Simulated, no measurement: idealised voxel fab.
A process module follows: voxel wiring stack.
We display cut, a cross-section 240 nm in width whose square cells are each 5 nm.
This document writes a cross-section as a grid whose cells are square, and gives it as bands, listed from the top down; one or more rows of cells form a band.
Each band's line starts with the height of the band's top and of its bottom, in nm. Then come its materials from left to right, each with its width in nm. One material with "full width" fills the band from edge to edge. "empty" is empty space.
Counting heights begins at 0, where everything beneath is, in the wafer as received, one material. The lowest band has no bottom; it goes on downwards, as "0..down" shows.
When a width is written as two numbers, as in "30->40", the first number is the width in the top row of cells of the band and the second is the width in its bottom row, and the width changes by the same amount from each row to the next.
Given "identical to before" for a step, no cell of the cross-section differs between before and after that step.
You'll see "Unvented voids" listing empty spaces that have no way open to the top, as long as they're 8 cells or more; the notation is width x height at distance, where the distance is from the left edge, and all of it is in nm.
Note: text after step settings on the step line = simulator remark on that step.
Regarding "overlay nm": on a step with a mask, it is the distance the mask lay to the right of its planned place; a negative value places it to the left.

The steps planned for the process are as follows
step 1: op RECEIVE | material Si
step 2: op CONFORMAL_DEP | material SiO2 | thk nm 15
step 3: op DIRECTIONAL_DEP | material TiN | thk nm 5
step 4: op DIRECTIONAL_DEP | material Ru | thk nm 20
step 5: op MASKED_ETCH | tone cover | mask id METAL_1 | width nm 25 | pitch nm 40 | etch materials Ru | depth nm 20 | overlay nm 0
step 6: op MASKED_ETCH | tone cover | mask id METAL_1 | width nm 25 | pitch nm 40 | etch materials TiN | depth nm 5 | overlay nm 0
step 7: op FILL_DEP | material SiO2 | thk nm 5
step 8: op CMP | height nm 40
step 9: op CONFORMAL_DEP | material SiCN | thk nm 5
step 10: op DIRECTIONAL_DEP | material lowk | thk nm 15
step 11: op MASKED_ETCH | tone open | mask id PLUG_1 | width nm 15 | pitch nm 40 | etch materials lowk | depth nm 15 | overlay nm 0
step 12: op MASKED_ETCH | tone open | mask id PLUG_1 | width nm 15 | pitch nm 40 | etch materials SiCN | depth nm 5 | overlay nm 0
step 13: op EPI | material Ru | thk nm 10
step 14: op EPI | material Ru | thk nm 10
step 15: op CONFORMAL_DEP | material SiN | thk nm 5
step 16: op DIRECTIONAL_DEP | material SiO2 | thk nm 15
step 17: op DIRECTIONAL_DEP | material aC | thk nm 15
step 18: op PATTERN | tone open | mask id METAL_2 | material resist | width nm 25 | pitch nm 40 | thk nm 30 | overlay nm -15
step 19: op DIRECTIONAL_ETCH | etch materials aC | depth nm 15
step 20: op STRIP | etch materials resist
step 21: op DIRECTIONAL_ETCH | etch materials SiO2 | depth nm 15
step 22: op DIRECTIONAL_ETCH | etch materials SiN | depth nm 5
step 23: op STRIP | etch materials aC
step 24: op CONFORMAL_DEP | material TiN | thk nm 5
step 25: op FILL_DEP | material Cu | thk nm 5
step 26: op CMP | height nm 80
step 27: op CONFORMAL_DEP | material SiCN | thk nm 5
step 28: op DIRECTIONAL_DEP | material SiO2 | thk nm 25
step 29: op MASKED_ETCH | tone open | mask id METAL_3_HOLES | width nm 15 | etch materials SiO2 | depth nm 25 | overlay nm 0
step 30: op DIRECTIONAL_DEP | material aC | thk nm 15
step 31: op PATTERN | tone open | mask id METAL_3 | material resist | width nm 25 | pitch nm 40 | thk nm 30 | overlay nm 0
step 32: op DIRECTIONAL_ETCH | etch materials aC | depth nm 15
step 33: op STRIP | etch materials resist
step 34: op DIRECTIONAL_ETCH | etch materials SiO2 | depth nm 15
step 35: op DIRECTIONAL_ETCH | etch materials SiCN | depth nm 5
step 36: op STRIP | etch materials aC
step 37: op CONFORMAL_DEP | material TiN | thk nm 5
step 38: op FILL_DEP | material Ru | thk nm 10
step 39: op CMP | height nm 110
step 40: op CONFORMAL_DEP | material SiCN | thk nm 5
step 41: op DIRECTIONAL_DEP | material SiO2 | thk nm 30
step 42: op PATTERN | tone open | mask id METAL_4 | material resist | width nm 25 | pitch nm 40 | thk nm 20 | overlay nm 0
step 43: op DIRECTIONAL_ETCH | etch materials SiO2 | depth nm 20
step 44: op STRIP | etch materials resist
step 45: op MASKED_ETCH | tone open | mask id METAL_4_HOLES | width nm 15 | pitch nm 40 | etch materials SiO2 | depth nm 10 | overlay nm 0
step 46: op MASKED_ETCH | tone open | mask id METAL_4_HOLES | width nm 15 | pitch nm 40 | etch materials SiCN | depth nm 5 | overlay nm 0
step 47: op CONFORMAL_DEP | material TiN | thk nm 5
step 48: op FILL_DEP | material Cu | thk nm 5
step 49: op CMP | height nm 145
step 50: op CONFORMAL_DEP | material SiN | thk nm 5
The wafers are alike at the start. At step 18, their overlay nm differs. The plan lists the first wafer's value.

Cross-section of the first of several received wafers, showing its state after step 1
0..down | Si full width
Unvented voids: none

Each row below is a wafer at the end of the module, listing for every material the number of cells it has gained (+) or lost (-) since it was received, followed by its closed voids
overlay nm -15 | +42 Cu | +79 Ru | +129 SiCN | +86 SiN | +888 SiO2 | +90 TiN | +126 lowk | Unvented voids: none
overlay nm -10 | +42 Cu | +79 Ru | +129 SiCN | +86 SiN | +888 SiO2 | +90 TiN | +126 lowk | Unvented voids: none
overlay nm -5 | +42 Cu | +79 Ru | +129 SiCN | +86 SiN | +888 SiO2 | +90 TiN | +126 lowk | Unvented voids: none
overlay nm 0 | +42 Cu | +79 Ru | +129 SiCN | +86 SiN | +888 SiO2 | +90 TiN | +126 lowk | Unvented voids: none
overlay nm 5 | +42 Cu | +79 Ru | +129 SiCN | +86 SiN | +888 SiO2 | +90 TiN | +126 lowk | Unvented voids: none
overlay nm 10 | +42 Cu | +79 Ru | +129 SiCN | +86 SiN | +888 SiO2 | +90 TiN | +126 lowk | Unvented voids: none
overlay nm 15 | +42 Cu | +79 Ru | +129 SiCN | +86 SiN | +888 SiO2 | +90 TiN | +126 lowk | Unvented voids: none
